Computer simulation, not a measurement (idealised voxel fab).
This section sets out a process module, namely voxel released beams.
Cross-section cut: width 260 nm, square cells of 5 nm.
For the purposes of this document, a cross-section shall be understood as a grid of square cells, specified as bands listed in top-to-bottom order, each band consisting of one or more rows of cells.
Look at the band entry: it leads with the top's height and the bottom's height in nm. Then it lists the materials left to right, with a width in nm for each. The word "full width" on a single material says that material fills the band edge to edge. The word "air" is empty space.
Convention: height 0 is the level below which the wafer, as received, is all one material. The lowest band does not terminate at the bottom but continues downward, represented as "0..down".
With a width like "30 to 40", each row of cells in the band differs from the next by the same amount, the top row carrying the first number and the bottom row the second.
Step note "stayed the same" = no cross-section cell changed.
Entry "Sealed internal cavities" = empty spaces >= 8 cells with no open way to the top; each as width x height at distance, distance from left edge, all nm.
Text after the settings on a step's line: the simulator's own remark on that step.
On any step carrying a mask, the "overlay nm" setting, if present on the step's line, tells how far right of its planned place the mask lay; negative values point to the left.

Intended process steps:
1. RECEIVE with material Si
2. CONFORMAL_DEP with material SiN, thk nm 5
3. DIRECTIONAL_DEP with material SiO2, thk nm 20
4. DIRECTIONAL_DEP with material aC, thk nm 15
5. PATTERN with tone open, mask id ANCHOR, material resist, width nm 25, thk nm 30, overlay nm 0
6. DIRECTIONAL_ETCH with etch materials aC, depth nm 15
7. STRIP with etch materials resist
8. DIRECTIONAL_ETCH with etch materials SiO2, depth nm 20
9. STRIP with etch materials aC
10. CONFORMAL_DEP with material W, thk nm 10
11. PATTERN with tone cover, mask id BEAM, material resist, width nm 80, thk nm 15, overlay nm 0
12. DIRECTIONAL_ETCH with etch materials W, depth nm 10
13. STRIP with etch materials resist
14. STRIP with etch materials SiO2

Cross-section of the incoming wafer, state after step 1:
0..down: Si full width
Sealed internal cavities: none

End-of-module cross-section of the first of two wafers, processed as planned:
35..25: air=85 / W=15 / air=5 / W=60 / air=95
25..15: air=90 / W=10 / air=5 / W=10 / air=145
15..5: air=90 / W=25 / air=145
5..0: SiN full width
0..down: Si full width
Sealed internal cavities: none

Cross-sectional view of the second of two wafers upon completion of the module. This wafer shared its starting condition and process plan with the first; one error was made during its execution:
40..30: air=85 / W=80 / air=95
30..25: W full width
25..5: SiO2=90 / W=25 / SiO2=145
5..0: SiN full width
0..down: Si full width
Sealed internal cavities: none
Misprocessing identified: step 10 off recipe, ran as CONFORMAL_DEP with material W, thk nm 15
Final wafer comparison in cells, second versus first, more or fewer per material: SiO2 +188, W +56
